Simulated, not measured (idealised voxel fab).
The following is a process module called voxel capacitor over wiring.
The cross-section shown here is cut; it is 155 nm wide and divided into square cells measuring 5 nm on a side.
Cross-sections here: square-cell grids, written as top-down lists of bands, a band being one or more rows of cells.
Heads up on the band format: heights come first, top then bottom, in nm. After that it's the materials left to right, each with its width in nm. A single material flagged "full width" fills the whole band edge to edge, and "blank" means there's empty space there.
Ref level 0: as-received wafer is one material below here. Bottom band extends down with no lower bound ("z 0 and below").
A width such as "30 to 40" changes by the same amount from each row of cells to the next, from the band's top row to its bottom row.
The designation "no alterations made", where it is given for a processing step, indicates that no cell of the cross-section was altered in the course of that step.
Reported under the label "Enclosed void list" are the empty spaces having no open way to the top and comprising 8 cells or more; the notation for each is width x height at distance, in which the distance is measured from the left edge and all three values are in nm.
Where a step's line continues beyond its settings, the continuation is a remark by the simulator itself on that step.
On any step carrying a mask, the "overlay nm" setting, if present on the step's line, tells how far right of its planned place the mask lay; negative values point to the left.
Reading guide: pairs of cross-sections, before and after one process step; after view cut off at lowest changed band; step and settings listed under each pair. Pairs may stem from different runs of this module on the same starting wafer; continuity with the pair above only where the "Status before step" entry states it.

# Status before step
* z 0 and below | Si full width
* Enclosed void list: none

# After the Step
* z 15 to 0 | SiO2 full width
* Under the height 0 nothing was changed.
* Enclosed void list: none
Transition step, before and after shown above: CONFORMAL_DEP | material SiO2 | thk nm 15

Status before step: check the pair just above; its after cross-section is our before state.

# After the Step
* z 20 to 15 | TiN full width
* Under the height 15 nothing was changed.
* Enclosed void list: none
Transition step, before and after shown above: DIRECTIONAL_DEP | material TiN | thk nm 5

Status before step: check the pair just above; its after cross-section is our before state.

# After the Step
* z 35 to 20 | Ru full width
* Under the height 20 nothing was changed.
* Enclosed void list: none
Transition step, before and after shown above: DIRECTIONAL_DEP | material Ru | thk nm 15

Status before step: check the pair just above; its after cross-section is our before state.

# After the Step
* z 50 to 35 | aC full width
* Under the height 35 nothing was changed.
* Enclosed void list: none
Transition step, before and after shown above: DIRECTIONAL_DEP | material aC | thk nm 15

Status before step: check the pair just above; its after cross-section is our before state.

# After the Step
* z 85 to 50 | blank: 15, resist: 25, blank: 70, resist: 25, blank: 20
* Under the height 50 nothing was changed.
* Enclosed void list: none
Transition step, before and after shown above: PATTERN | tone cover | mask id METAL_1 | material resist | width nm 25 | pitch nm 95 | thk nm 35 | overlay nm 0

Status before step: check the pair just above; its after cross-section is our before state.

# After the Step
* z 70 to 50 | blank: 15, resist: 25, blank: 70, resist: 25, blank: 20
* z 50 to 35 | blank: 15, aC: 25, blank: 70, aC: 25, blank: 20
* Under the height 35 nothing was changed.
* Enclosed void list: none
Transition step, before and after shown above: DIRECTIONAL_ETCH | etch materials aC | depth nm 15

Status before step: check the pair just above; its after cross-section is our before state.

# After the Step
* z 50 to 35 | blank: 15, aC: 25, blank: 70, aC: 25, blank: 20
* Under the height 35 nothing was changed.
* Enclosed void list: none
Transition step, before and after shown above: STRIP | etch materials resist

Status before step: check the pair just above; its after cross-section is our before state.

# After the Step
* z 50 to 35 | blank: 15, aC: 25, blank: 70, aC: 25, blank: 20
* z 35 to 20 | blank: 15, Ru: 25, blank: 70, Ru: 25, blank: 20
* Under the height 20 nothing was changed.
* Enclosed void list: none
Transition step, before and after shown above: DIRECTIONAL_ETCH | etch materials Ru | depth nm 15

Status before step: check the pair just above; its after cross-section is our before state.

# After the Step
* z 50 to 35 | blank: 15, aC: 25, blank: 70, aC: 25, blank: 20
* z 35 to 20 | blank: 15, Ru: 25, blank: 70, Ru: 25, blank: 20
* z 20 to 15 | blank: 15, TiN: 25, blank: 70, TiN: 25, blank: 20
* Under the height 15 nothing was changed.
* Enclosed void list: none
Transition step, before and after shown above: DIRECTIONAL_ETCH | etch materials TiN | depth nm 5

Status before step: check the pair just above; its after cross-section is our before state.

# After the Step
* z 35 to 20 | blank: 15, Ru: 25, blank: 70, Ru: 25, blank: 20
* Under the height 20 nothing was changed.
* Enclosed void list: none
Transition step, before and after shown above: STRIP | etch materials aC

Status before step: check the pair just above; its after cross-section is our before state.

# After the Step
* z 40 to 35 | blank: 10, SiCN: 35, blank: 60, SiCN: 35, blank: 15
* z 35 to 20 | blank: 10, SiCN: 5, Ru: 25, SiCN: 5, blank: 60, SiCN: 5, Ru: 25, SiCN: 5, blank: 15
* z 20 to 15 | SiCN: 15, TiN: 25, SiCN: 70, TiN: 25, SiCN: 20
* Under the height 15 nothing was changed.
* Enclosed void list: none
Transition step, before and after shown above: CONFORMAL_DEP | material SiCN | thk nm 5

Status before step: check the pair just above; its after cross-section is our before state.

# After the Step
* z 50 to 40 | lowk full width
* z 40 to 35 | lowk: 10, SiCN: 35, lowk: 60, SiCN: 35, lowk: 15
* z 35 to 20 | lowk: 10, SiCN: 5, Ru: 25, SiCN: 5, lowk: 60, SiCN: 5, Ru: 25, SiCN: 5, lowk: 15
* Under the height 20 nothing was changed.
* Enclosed void list: none
Transition step, before and after shown above: FILL_DEP | material lowk | thk nm 10

Status before step: check the pair just above; its after cross-section is our before state.

# After the Step
* z 35 to 20 | lowk: 10, SiCN: 5, Ru: 25, SiCN: 5, lowk: 60, SiCN: 5, Ru: 25, SiCN: 5, lowk: 15
* Under the height 20 nothing was changed.
* Enclosed void list: none
Transition step, before and after shown above: CMP | height nm 35

Status before step: check the pair just above; its after cross-section is our before state.

# After the Step
* z 40 to 35 | SiCN full width
* Under the height 35 nothing was changed.
* Enclosed void list: none
Transition step, before and after shown above: CONFORMAL_DEP | material SiCN | thk nm 5

Status before step: check the pair just above; its after cross-section is our before state.

# After the Step
* z 60 to 40 | SiO2 full width
* Under the height 40 nothing was changed.
* Enclosed void list: none
Transition step, before and after shown above: DIRECTIONAL_DEP | material SiO2 | thk nm 20

Status before step: check the pair just above; its after cross-section is our before state.

# After the Step
* z 70 to 60 | aC full width
* Under the height 60 nothing was changed.
* Enclosed void list: none
Transition step, before and after shown above: DIRECTIONAL_DEP | material aC | thk nm 10

Status before step: check the pair just above; its after cross-section is our before state.

# After the Step
* z 95 to 70 | resist: 25, blank: 15, resist: 115
* Under the height 70 nothing was changed.
* Enclosed void list: none
Transition step, before and after shown above: PATTERN | tone open | mask id PLUG_1 | material resist | width nm 15 | thk nm 25 | overlay nm 0

Status before step: check the pair just above; its after cross-section is our before state.

# After the Step
* z 85 to 70 | resist: 25, blank: 15, resist: 115
* z 70 to 60 | aC: 25, blank: 15, aC: 115
* Under the height 60 nothing was changed.
* Enclosed void list: none
Transition step, before and after shown above: DIRECTIONAL_ETCH | etch materials aC | depth nm 10

Status before step: check the pair just above; its after cross-section is our before state.

# After the Step
* z 70 to 60 | aC: 25, blank: 15, aC: 115
* Under the height 60 nothing was changed.
* Enclosed void list: none
Transition step, before and after shown above: STRIP | etch materials resist

Status before step: check the pair just above; its after cross-section is our before state.

# After the Step
* z 70 to 60 | aC: 25, blank: 15, aC: 115
* z 60 to 40 | SiO2: 25, blank: 15, SiO2: 115
* Under the height 40 nothing was changed.
* Enclosed void list: none
Transition step, before and after shown above: DIRECTIONAL_ETCH | etch materials SiO2 | depth nm 20

Status before step: check the pair just above; its after cross-section is our before state.

# After the Step
* z 70 to 60 | aC: 25, blank: 15, aC: 115
* z 60 to 40 | SiO2: 25, blank: 15, SiO2: 115
* z 40 to 35 | SiCN: 25, blank: 15, SiCN: 115
* Under the height 35 nothing was changed.
* Enclosed void list: none
Transition step, before and after shown above: DIRECTIONAL_ETCH | etch materials SiCN | depth nm 5

Status before step: check the pair just above; its after cross-section is our before state.

# After the Step
* z 60 to 40 | SiO2: 25, blank: 15, SiO2: 115
* Under the height 40 nothing was changed.
* Enclosed void list: none
Transition step, before and after shown above: STRIP | etch materials aC

Status before step: check the pair just above; its after cross-section is our before state.

# After the Step
* z 60 to 45 | SiO2: 25, blank: 15, SiO2: 115
* z 45 to 40 | SiO2: 25, Ru: 15, SiO2: 115
* z 40 to 35 | SiCN: 25, Ru: 15, SiCN: 115
* Under the height 35 nothing was changed.
* Enclosed void list: none
Transition step, before and after shown above: EPI | material Ru | thk nm 10

Status before step: check the pair just above; its after cross-section is our before state.

# After the Step
* z 60 to 55 | SiO2: 25, blank: 15, SiO2: 115
* z 55 to 40 | SiO2: 25, Ru: 15, SiO2: 115
* Under the height 40 nothing was changed.
* Enclosed void list: none
Transition step, before and after shown above: EPI | material Ru | thk nm 10

Status before step: check the pair just above; its after cross-section is our before state.

# After the Step
* z 60 to 40 | SiO2: 25, Ru: 15, SiO2: 115
* Under the height 40 nothing was changed.
* Enclosed void list: none
Transition step, before and after shown above: EPI | material Ru | thk nm 5

Status before step: check the pair just above; its after cross-section is our before state.

# After the Step
* z 70 to 60 | TiN full width
* Under the height 60 nothing was changed.
* Enclosed void list: none
Transition step, before and after shown above: DIRECTIONAL_DEP | material TiN | thk nm 10

Status before step: check the pair just above; its after cross-section is our before state.

# After the Step
* z 75 to 70 | Al2O3 full width
* Under the height 70 nothing was changed.
* Enclosed void list: none
Transition step, before and after shown above: DIRECTIONAL_DEP | material Al2O3 | thk nm 5

Status before step: check the pair just above; its after cross-section is our before state.

# After the Step
* z 85 to 75 | TiN full width
* Under the height 75 nothing was changed.
* Enclosed void list: none
Transition step, before and after shown above: DIRECTIONAL_DEP | material TiN | thk nm 10

Status before step: check the pair just above; its after cross-section is our before state.

# After the Step
* z 100 to 85 | blank: 25, resist: 75, blank: 55
* Under the height 85 nothing was changed.
* Enclosed void list: none
Transition step, before and after shown above: PATTERN | tone cover | mask id UPPER_PLATE | material resist | width nm 75 | thk nm 15 | overlay nm 0

Status before step: check the pair just above; its after cross-section is our before state.

# After the Step
* z 100 to 85 | blank: 25, resist: 75, blank: 55
* z 85 to 75 | blank: 25, TiN: 75, blank: 55
* Under the height 75 nothing was changed.
* Enclosed void list: none
Transition step, before and after shown above: DIRECTIONAL_ETCH | etch materials TiN | depth nm 10

Status before step: check the pair just above; its after cross-section is our before state.

# After the Step
* z 100 to 85 | blank: 25, resist: 75, blank: 55
* z 85 to 75 | blank: 25, TiN: 75, blank: 55
* z 75 to 70 | blank: 25, Al2O3: 75, blank: 55
* Under the height 70 nothing was changed.
* Enclosed void list: none
Transition step, before and after shown above: DIRECTIONAL_ETCH | etch materials Al2O3 | depth nm 5

Status before step: check the pair just above; its after cross-section is our before state.

# After the Step
* z 85 to 75 | blank: 25, TiN: 75, blank: 55
* Under the height 75 nothing was changed.
* Enclosed void list: none
Transition step, before and after shown above: STRIP | etch materials resist

Status before step: check the pair just above; its after cross-section is our before state.

# After the Step
* z 95 to 85 | blank: 25, aC: 75, blank: 55
* z 85 to 80 | blank: 25, TiN: 75, blank: 55
* z 80 to 75 | aC: 25, TiN: 75, aC: 55
* z 75 to 70 | aC: 25, Al2O3: 75, aC: 55
* Under the height 70 nothing was changed.
* Enclosed void list: none
Transition step, before and after shown above: DIRECTIONAL_DEP | material aC | thk nm 10

Status before step: check the pair just above; its after cross-section is our before state.

# After the Step
* z 125 to 95 | blank: 20, resist: 85, blank: 50
* z 95 to 85 | blank: 20, resist: 5, aC: 75, resist: 5, blank: 50
* z 85 to 80 | blank: 20, resist: 5, TiN: 75, resist: 5, blank: 50
* Under the height 80 nothing was changed.
* Enclosed void list: none
Transition step, before and after shown above: PATTERN | tone cover | mask id LOWER_PLATE | material resist | width nm 85 | thk nm 30 | overlay nm 0

Status before step: check the pair just above; its after cross-section is our before state.

# After the Step
* z 115 to 95 | blank: 20, resist: 85, blank: 50
* z 95 to 85 | blank: 20, resist: 5, aC: 75, resist: 5, blank: 50
* z 85 to 80 | blank: 20, resist: 5, TiN: 75, resist: 5, blank: 50
* z 80 to 75 | blank: 20, aC: 5, TiN: 75, aC: 5, blank: 50
* z 75 to 70 | blank: 20, aC: 5, Al2O3: 75, aC: 5, blank: 50
* Under the height 70 nothing was changed.
* Enclosed void list: none
Transition step, before and after shown above: DIRECTIONAL_ETCH | etch materials aC | depth nm 10

Status before step: check the pair just above; its after cross-section is our before state.

# After the Step
* z 95 to 85 | blank: 25, aC: 75, blank: 55
* z 85 to 80 | blank: 25, TiN: 75, blank: 55
* Under the height 80 nothing was changed.
* Enclosed void list: none
Transition step, before and after shown above: STRIP | etch materials resist

Status before step: check the pair just above; its after cross-section is our before state.

# After the Step
* z 95 to 85 | blank: 25, aC: 75, blank: 55
* z 85 to 80 | blank: 25, TiN: 75, blank: 55
* z 80 to 75 | blank: 20, aC: 5, TiN: 75, aC: 5, blank: 50
* z 75 to 70 | blank: 20, aC: 5, Al2O3: 75, aC: 5, blank: 50
* z 70 to 60 | blank: 20, TiN: 85, blank: 50
* Under the height 60 nothing was changed.
* Enclosed void list: none
Transition step, before and after shown above: DIRECTIONAL_ETCH | etch materials TiN | depth nm 10

Status before step: check the pair just above; its after cross-section is our before state.

# After the Step
* z 85 to 75 | blank: 25, TiN: 75, blank: 55
* z 75 to 70 | blank: 25, Al2O3: 75, blank: 55
* Under the height 70 nothing was changed.
* Enclosed void list: none
Transition step, before and after shown above: STRIP | etch materials aC

Status before step: check the pair just above; its after cross-section is our before state.

# After the Step
* z 100 to 85 | SiO2 full width
* z 85 to 75 | SiO2: 25, TiN: 75, SiO2: 55
* z 75 to 70 | SiO2: 25, Al2O3: 75, SiO2: 55
* z 70 to 60 | SiO2: 20, TiN: 85, SiO2: 50
* Under the height 60 nothing was changed.
* Enclosed void list: none
Transition step, before and after shown above: FILL_DEP | material SiO2 | thk nm 15

Status before step: check the pair just above; its after cross-section is our before state.

# After the Step
* z 95 to 85 | SiO2 full width
* Under the height 85 nothing was changed.
* Enclosed void list: none
Transition step, before and after shown above: CMP | height nm 95

Status before step: check the pair just above; its after cross-section is our before state.

# After the Step
* z 95 to 85 | SiO2: 35, blank: 15, SiO2: 105
* Under the height 85 nothing was changed.
* Enclosed void list: none
Transition step, before and after shown above: MASKED_ETCH | tone open | mask id PLUG_2 | width nm 15 | etch materials SiO2 | depth nm 10 | overlay nm 0

Status before step: check the pair just above; its after cross-section is our before state.

# After the Step
* z 100 to 95 | TiN: 40, blank: 5, TiN: 110
* z 95 to 90 | SiO2: 35, TiN: 5, blank: 5, TiN: 5, SiO2: 105
* z 90 to 85 | SiO2: 35, TiN: 15, SiO2: 105
* Under the height 85 nothing was changed.
* Enclosed void list: none
Transition step, before and after shown above: CONFORMAL_DEP | material TiN | thk nm 5

Status before step: check the pair just above; its after cross-section is our before state.

# After the Step
* z 105 to 100 | W full width
* z 100 to 95 | TiN: 40, W: 5, TiN: 110
* z 95 to 90 | SiO2: 35, TiN: 5, W: 5, TiN: 5, SiO2: 105
* Under the height 90 nothing was changed.
* Enclosed void list: none
Transition step, before and after shown above: FILL_DEP | material W | thk nm 5

Status before step: check the pair just above; its after cross-section is our before state.

# After the Step
* z 95 to 90 | SiO2: 35, TiN: 5, W: 5, TiN: 5, SiO2: 105
* Under the height 90 nothing was changed.
* Enclosed void list: none
Transition step, before and after shown above: CMP | height nm 95

Status before step: check the pair just above; its after cross-section is our before state.

# After the Step
* z 100 to 95 | SiCN full width
* Under the height 95 nothing was changed.
* Enclosed void list: none
Transition step, before and after shown above: CONFORMAL_DEP | material SiCN | thk nm 5

# Status before step
* z 60 to 45 | SiO2: 25, blank: 15, SiO2: 115
* z 45 to 40 | SiO2: 25, Ru: 15, SiO2: 115
* z 40 to 35 | SiCN: 25, Ru: 15, SiCN: 115
* z 35 to 20 | lowk: 10, SiCN: 5, Ru: 25, SiCN: 5, lowk: 60, SiCN: 5, Ru: 25, SiCN: 5, lowk: 15
* z 20 to 15 | SiCN: 15, TiN: 25, SiCN: 70, TiN: 25, SiCN: 20
* z 15 to 0 | SiO2 full width
* z 0 and below | Si full width
* Enclosed void list: none

# After the Step
* z 60 to 50 | SiO2: 25, blank: 15, SiO2: 115
* z 50 to 40 | SiO2: 25, Ru: 15, SiO2: 115
* Under the height 40 nothing was changed.
* Enclosed void list: none
Transition step, before and after shown above: EPI | material Ru | thk nm 5

Status before step: check the pair just above; its after cross-section is our before state.

# After the Step
* z 70 to 60 | TiN: 25, blank: 15, TiN: 115
* z 60 to 50 | SiO2: 25, TiN: 15, SiO2: 115
* Under the height 50 nothing was changed.
* Enclosed void list: none
Transition step, before and after shown above: DIRECTIONAL_DEP | material TiN | thk nm 10

Status before step: check the pair just above; its after cross-section is our before state.

# After the Step
* z 75 to 70 | Al2O3: 25, blank: 15, Al2O3: 115
* z 70 to 65 | TiN: 25, blank: 15, TiN: 115
* z 65 to 60 | TiN: 25, Al2O3: 15, TiN: 115
* Under the height 60 nothing was changed.
* Enclosed void list: none
Transition step, before and after shown above: DIRECTIONAL_DEP | material Al2O3 | thk nm 5

Status before step: check the pair just above; its after cross-section is our before state.

# After the Step
* z 85 to 75 | TiN: 25, blank: 15, TiN: 115
* z 75 to 70 | Al2O3: 25, TiN: 15, Al2O3: 115
* z 70 to 65 | TiN full width
* Under the height 65 nothing was changed.
* Enclosed void list: none
Transition step, before and after shown above: DIRECTIONAL_DEP | material TiN | thk nm 10

Status before step: check the pair just above; its after cross-section is our before state.

# After the Step
* z 100 to 85 | blank: 25, resist: 75, blank: 55
* z 85 to 75 | TiN: 25, resist: 15, TiN: 115
* Under the height 75 nothing was changed.
* Enclosed void list: none
Transition step, before and after shown above: PATTERN | tone cover | mask id UPPER_PLATE | material resist | width nm 75 | thk nm 15 | overlay nm 0

Status before step: check the pair just above; its after cross-section is our before state.

# After the Step
* z 100 to 85 | blank: 25, resist: 75, blank: 55
* z 85 to 75 | blank: 25, resist: 15, TiN: 60, blank: 55
* Under the height 75 nothing was changed.
* Enclosed void list: none
Transition step, before and after shown above: DIRECTIONAL_ETCH | etch materials TiN | depth nm 10

Status before step: check the pair just above; its after cross-section is our before state.

# After the Step
* z 100 to 85 | blank: 25, resist: 75, blank: 55
* z 85 to 75 | blank: 25, resist: 15, TiN: 60, blank: 55
* z 75 to 70 | blank: 25, TiN: 15, Al2O3: 60, blank: 55
* Under the height 70 nothing was changed.
* Enclosed void list: none
Transition step, before and after shown above: DIRECTIONAL_ETCH | etch materials Al2O3 | depth nm 5

Status before step: check the pair just above; its after cross-section is our before state.

# After the Step
* z 85 to 75 | blank: 40, TiN: 60, blank: 55
* Under the height 75 nothing was changed.
* Enclosed void list: none
Transition step, before and after shown above: STRIP | etch materials resist

Status before step: check the pair just above; its after cross-section is our before state.

# After the Step
* z 95 to 85 | blank: 40, aC: 60, blank: 55
* z 85 to 80 | blank: 25, aC: 15, TiN: 60, blank: 55
* z 80 to 75 | aC: 40, TiN: 60, aC: 55
* z 75 to 70 | aC: 25, TiN: 15, Al2O3: 60, aC: 55
* Under the height 70 nothing was changed.
* Enclosed void list: none
Transition step, before and after shown above: DIRECTIONAL_DEP | material aC | thk nm 10

Status before step: check the pair just above; its after cross-section is our before state.

# After the Step
* z 125 to 95 | blank: 20, resist: 85, blank: 50
* z 95 to 85 | blank: 20, resist: 20, aC: 60, resist: 5, blank: 50
* z 85 to 80 | blank: 20, resist: 5, aC: 15, TiN: 60, resist: 5, blank: 50
* Under the height 80 nothing was changed.
* Enclosed void list: none
Transition step, before and after shown above: PATTERN | tone cover | mask id LOWER_PLATE | material resist | width nm 85 | thk nm 30 | overlay nm 0

Status before step: check the pair just above; its after cross-section is our before state.

# After the Step
* z 115 to 95 | blank: 20, resist: 85, blank: 50
* z 95 to 85 | blank: 20, resist: 20, aC: 60, resist: 5, blank: 50
* z 85 to 80 | blank: 20, resist: 5, aC: 15, TiN: 60, resist: 5, blank: 50
* z 80 to 75 | blank: 20, aC: 20, TiN: 60, aC: 5, blank: 50
* z 75 to 70 | blank: 20, aC: 5, TiN: 15, Al2O3: 60, aC: 5, blank: 50
* Under the height 70 nothing was changed.
* Enclosed void list: none
Transition step, before and after shown above: DIRECTIONAL_ETCH | etch materials aC | depth nm 10

Status before step: check the pair just above; its after cross-section is our before state.

# After the Step
* z 95 to 85 | blank: 40, aC: 60, blank: 55
* z 85 to 80 | blank: 25, aC: 15, TiN: 60, blank: 55
* Under the height 80 nothing was changed.
* Enclosed void list: none
Transition step, before and after shown above: STRIP | etch materials resist

Status before step: check the pair just above; its after cross-section is our before state.

# After the Step
* z 95 to 85 | blank: 40, aC: 60, blank: 55
* z 85 to 80 | blank: 25, aC: 15, TiN: 60, blank: 55
* z 80 to 75 | blank: 20, aC: 20, TiN: 60, aC: 5, blank: 50
* z 75 to 70 | blank: 20, aC: 5, TiN: 15, Al2O3: 60, aC: 5, blank: 50
* z 70 to 65 | blank: 20, TiN: 85, blank: 50
* z 65 to 60 | blank: 20, TiN: 5, Al2O3: 15, TiN: 65, blank: 50
* Under the height 60 nothing was changed.
* Enclosed void list: none
Transition step, before and after shown above: DIRECTIONAL_ETCH | etch materials TiN | depth nm 10

Status before step: check the pair just above; its after cross-section is our before state.

# After the Step
* z 85 to 75 | blank: 40, TiN: 60, blank: 55
* z 75 to 70 | blank: 25, TiN: 15, Al2O3: 60, blank: 55
* Under the height 70 nothing was changed.
* Enclosed void list: none
Transition step, before and after shown above: STRIP | etch materials aC

Status before step: check the pair just above; its after cross-section is our before state.

# After the Step
* z 100 to 85 | SiO2 full width
* z 85 to 75 | SiO2: 40, TiN: 60, SiO2: 55
* z 75 to 70 | SiO2: 25, TiN: 15, Al2O3: 60, SiO2: 55
* z 70 to 65 | SiO2: 20, TiN: 85, SiO2: 50
* z 65 to 60 | SiO2: 20, TiN: 5, Al2O3: 15, TiN: 65, SiO2: 50
* Under the height 60 nothing was changed.
* Enclosed void list: none
Transition step, before and after shown above: FILL_DEP | material SiO2 | thk nm 15

Status before step: check the pair just above; its after cross-section is our before state.

# After the Step
* z 95 to 85 | SiO2 full width
* Under the height 85 nothing was changed.
* Enclosed void list: none
Transition step, before and after shown above: CMP | height nm 95

Status before step: check the pair just above; its after cross-section is our before state.

# After the Step
* z 95 to 85 | SiO2: 35, blank: 15, SiO2: 105
* Under the height 85 nothing was changed.
* Enclosed void list: none
Transition step, before and after shown above: MASKED_ETCH | tone open | mask id PLUG_2 | width nm 15 | etch materials SiO2 | depth nm 10 | overlay nm 0

Status before step: check the pair just above; its after cross-section is our before state.

# After the Step
* z 100 to 95 | TiN: 40, blank: 5, TiN: 110
* z 95 to 90 | SiO2: 35, TiN: 5, blank: 5, TiN: 5, SiO2: 105
* z 90 to 85 | SiO2: 35, TiN: 15, SiO2: 105
* Under the height 85 nothing was changed.
* Enclosed void list: none
Transition step, before and after shown above: CONFORMAL_DEP | material TiN | thk nm 5

Status before step: check the pair just above; its after cross-section is our before state.

# After the Step
* z 105 to 100 | W full width
* z 100 to 95 | TiN: 40, W: 5, TiN: 110
* z 95 to 90 | SiO2: 35, TiN: 5, W: 5, TiN: 5, SiO2: 105
* Under the height 90 nothing was changed.
* Enclosed void list: none
Transition step, before and after shown above: FILL_DEP | material W | thk nm 5

Status before step: check the pair just above; its after cross-section is our before state.

# After the Step
* z 95 to 90 | SiO2: 35, TiN: 5, W: 5, TiN: 5, SiO2: 105
* Under the height 90 nothing was changed.
* Enclosed void list: none
Transition step, before and after shown above: CMP | height nm 95

Status before step: check the pair just above; its after cross-section is our before state.

# After the Step
* z 100 to 95 | SiCN full width
* Under the height 95 nothing was changed.
* Enclosed void list: none
Transition step, before and after shown above: CONFORMAL_DEP | material SiCN | thk nm 5

# Status before step
* z 60 to 40 | SiO2 full width
* z 40 to 35 | SiCN full width
* z 35 to 20 | lowk: 10, SiCN: 5, Ru: 25, SiCN: 5, lowk: 60, SiCN: 5, Ru: 25, SiCN: 5, lowk: 15
* z 20 to 15 | SiCN: 15, TiN: 25, SiCN: 70, TiN: 25, SiCN: 20
* z 15 to 0 | SiO2 full width
* z 0 and below | Si full width
* Enclosed void list: none

# After the Step
* z 80 to 40 | SiO2 full width
* Under the height 40 nothing was changed.
* Enclosed void list: none
Transition step, before and after shown above: DIRECTIONAL_DEP | material SiO2 | thk nm 20

Status before step: check the pair just above; its after cross-section is our before state.

# After the Step
* z 90 to 80 | aC full width
* Under the height 80 nothing was changed.
* Enclosed void list: none
Transition step, before and after shown above: DIRECTIONAL_DEP | material aC | thk nm 10

Status before step: check the pair just above; its after cross-section is our before state.

# After the Step
* z 115 to 90 | resist: 25, blank: 15, resist: 115
* Under the height 90 nothing was changed.
* Enclosed void list: none
Transition step, before and after shown above: PATTERN | tone open | mask id PLUG_1 | material resist | width nm 15 | thk nm 25 | overlay nm 0

Status before step: check the pair just above; its after cross-section is our before state.

# After the Step
* z 105 to 90 | resist: 25, blank: 15, resist: 115
* z 90 to 80 | aC: 25, blank: 15, aC: 115
* Under the height 80 nothing was changed.
* Enclosed void list: none
Transition step, before and after shown above: DIRECTIONAL_ETCH | etch materials aC | depth nm 10

Status before step: check the pair just above; its after cross-section is our before state.

# After the Step
* z 90 to 80 | aC: 25, blank: 15, aC: 115
* Under the height 80 nothing was changed.
* Enclosed void list: none
Transition step, before and after shown above: STRIP | etch materials resist

Status before step: check the pair just above; its after cross-section is our before state.

# After the Step
* z 90 to 80 | aC: 25, blank: 15, aC: 115
* z 80 to 60 | SiO2: 25, blank: 15, SiO2: 115
* Under the height 60 nothing was changed.
* Enclosed void list: none
Transition step, before and after shown above: DIRECTIONAL_ETCH | etch materials SiO2 | depth nm 20

Status before step: check the pair just above; its after cross-section is our before state.

# After the Step
* z 80 to 60 | SiO2: 25, blank: 15, SiO2: 115
* Under the height 60 nothing was changed.
* Enclosed void list: none
Transition step, before and after shown above: STRIP | etch materials aC

Status before step: check the pair just above; its after cross-section is our before state.

# After the Step
* z 90 to 80 | TiN: 25, blank: 15, TiN: 115
* z 80 to 70 | SiO2: 25, blank: 15, SiO2: 115
* z 70 to 60 | SiO2: 25, TiN: 15, SiO2: 115
* Under the height 60 nothing was changed.
* Enclosed void list: none
Transition step, before and after shown above: DIRECTIONAL_DEP | material TiN | thk nm 10

Status before step: check the pair just above; its after cross-section is our before state.

# After the Step
* z 95 to 90 | Al2O3: 25, blank: 15, Al2O3: 115
* z 90 to 80 | TiN: 25, blank: 15, TiN: 115
* z 80 to 75 | SiO2: 25, blank: 15, SiO2: 115
* z 75 to 70 | SiO2: 25, Al2O3: 15, SiO2: 115
* Under the height 70 nothing was changed.
* Enclosed void list: none
Transition step, before and after shown above: DIRECTIONAL_DEP | material Al2O3 | thk nm 5

Status before step: check the pair just above; its after cross-section is our before state.

# After the Step
* z 105 to 95 | TiN: 25, blank: 15, TiN: 115
* z 95 to 90 | Al2O3: 25, blank: 15, Al2O3: 115
* z 90 to 85 | TiN: 25, blank: 15, TiN: 115
* z 85 to 80 | TiN full width
* z 80 to 75 | SiO2: 25, TiN: 15, SiO2: 115
* Under the height 75 nothing was changed.
* Enclosed void list: none
Transition step, before and after shown above: DIRECTIONAL_DEP | material TiN | thk nm 10

Status before step: check the pair just above; its after cross-section is our before state.

# After the Step
* z 120 to 105 | blank: 25, resist: 75, blank: 55
* z 105 to 95 | TiN: 25, resist: 15, TiN: 115
* z 95 to 90 | Al2O3: 25, resist: 15, Al2O3: 115
* z 90 to 85 | TiN: 25, resist: 15, TiN: 115
* Under the height 85 nothing was changed.
* Enclosed void list: none
Transition step, before and after shown above: PATTERN | tone cover | mask id UPPER_PLATE | material resist | width nm 75 | thk nm 15 | overlay nm 0

Status before step: check the pair just above; its after cross-section is our before state.

# After the Step
* z 120 to 105 | blank: 25, resist: 75, blank: 55
* z 105 to 95 | blank: 25, resist: 15, TiN: 60, blank: 55
* Under the height 95 nothing was changed.
* Enclosed void list: none
Transition step, before and after shown above: DIRECTIONAL_ETCH | etch materials TiN | depth nm 10

Status before step: check the pair just above; its after cross-section is our before state.

# After the Step
* z 120 to 105 | blank: 25, resist: 75, blank: 55
* z 105 to 95 | blank: 25, resist: 15, TiN: 60, blank: 55
* z 95 to 90 | blank: 25, resist: 15, Al2O3: 60, blank: 55
* Under the height 90 nothing was changed.
* Enclosed void list: none
Transition step, before and after shown above: DIRECTIONAL_ETCH | etch materials Al2O3 | depth nm 5

Status before step: check the pair just above; its after cross-section is our before state.

# After the Step
* z 105 to 95 | blank: 40, TiN: 60, blank: 55
* z 95 to 90 | blank: 40, Al2O3: 60, blank: 55
* z 90 to 85 | TiN: 25, blank: 15, TiN: 115
* Under the height 85 nothing was changed.
* Enclosed void list: none
Transition step, before and after shown above: STRIP | etch materials resist

Status before step: check the pair just above; its after cross-section is our before state.

# After the Step
* z 115 to 105 | blank: 40, aC: 60, blank: 55
* z 105 to 100 | blank: 40, TiN: 60, blank: 55
* z 100 to 95 | aC: 25, blank: 15, TiN: 60, aC: 55
* z 95 to 90 | aC: 40, Al2O3: 60, aC: 55
* z 90 to 85 | TiN: 25, aC: 15, TiN: 115
* Under the height 85 nothing was changed.
* Enclosed void list: none
Transition step, before and after shown above: DIRECTIONAL_DEP | material aC | thk nm 10

Status before step: check the pair just above; its after cross-section is our before state.

# After the Step
* z 145 to 115 | blank: 20, resist: 85, blank: 50
* z 115 to 105 | blank: 20, resist: 20, aC: 60, resist: 5, blank: 50
* z 105 to 100 | blank: 20, resist: 20, TiN: 60, resist: 5, blank: 50
* z 100 to 95 | aC: 25, resist: 15, TiN: 60, aC: 55
* Under the height 95 nothing was changed.
* Enclosed void list: none
Transition step, before and after shown above: PATTERN | tone cover | mask id LOWER_PLATE | material resist | width nm 85 | thk nm 30 | overlay nm 0

Status before step: check the pair just above; its after cross-section is our before state.

# After the Step
* z 135 to 115 | blank: 20, resist: 85, blank: 50
* z 115 to 105 | blank: 20, resist: 20, aC: 60, resist: 5, blank: 50
* z 105 to 100 | blank: 20, resist: 20, TiN: 60, resist: 5, blank: 50
* z 100 to 95 | blank: 20, aC: 5, resist: 15, TiN: 60, aC: 5, blank: 50
* z 95 to 90 | blank: 20, aC: 20, Al2O3: 60, aC: 5, blank: 50
* Under the height 90 nothing was changed.
* Enclosed void list: none
Transition step, before and after shown above: DIRECTIONAL_ETCH | etch materials aC | depth nm 10
